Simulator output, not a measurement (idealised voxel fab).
process module | voxel fin reveal
cross-section cut | 235 nm wide | cells 5 nm
A cross-section is a grid of square cells, given in bands from the top down. A band is one or more rows of cells.
Each band's line starts with the height of the band's top and of its bottom, in nm. Then come its materials from left to right, each with its width in nm. One material with "throughout" fills the band from edge to edge. "air" is empty space.
Height 0 is the level under which the wafer as received is all one material. The lowest band goes on downwards, as in "0 down".
A width such as "30 to 40" changes by the same amount from each row of cells to the next, from the band's top row to its bottom row.
"no change" after a step means that no cell of the cross-section changed.
closed voids: empty space of 8 cells or more with no open way to the top, each as width x height at its distance from the left edge, in nm
after a step's settings: what the simulator itself notes on the step
overlay nm, on a step with a mask: how far to the right of its planned place the mask lay; to the left if negative
plan
1 op RECEIVE | material Si
2 op CONFORMAL_DEP | material SiN | thk nm 5
3 op PATTERN | tone cover | mask id FINS | material resist | width nm 15 | pitch nm 35 | thk nm 15 | overlay nm 0
4 op DIRECTIONAL_ETCH | etch materials SiN | depth nm 5
5 op DIRECTIONAL_ETCH | etch materials Si | depth nm 30
6 op STRIP | etch materials resist
7 op OXIDIZE | depth nm 5
8 op FILL_DEP | material SiO2 | thk nm 10
9 op CMP | height nm 5
10 op SELECTIVE_ETCH | etch materials SiO2 | depth nm 15
11 op STRIP | etch materials SiN
12 op CONFORMAL_DEP | material SiO2 | thk nm 5
as received, after step 1
  0 down: Si throughout
  closed voids: none
first wafer at the end, as planned
  5 to 0: air 90 | SiO2 15 | air 20 | SiO2 15 | air 95
  0 to -5: air 90 | SiO2 5 | Si 5 | SiO2 5 | air 20 | SiO2 5 | Si 5 | SiO2 5 | air 95
  -5 to -35: SiO2 95 | Si 5 | SiO2 30 | Si 5 | SiO2 100
  -35 down: Si throughout
  closed voids: none
second wafer at the end: like start, like plan, one mistake
  0 to -10: air 95 | Si 5 | air 30 | Si 5 | air 100
  -10 to -35: SiO2 95 | Si 5 | SiO2 30 | Si 5 | SiO2 100
  -35 down: Si throughout
  closed voids: none
what went wrong: step 12 was left out
at the end the second wafer has, in cells: 55 fewer of SiO2
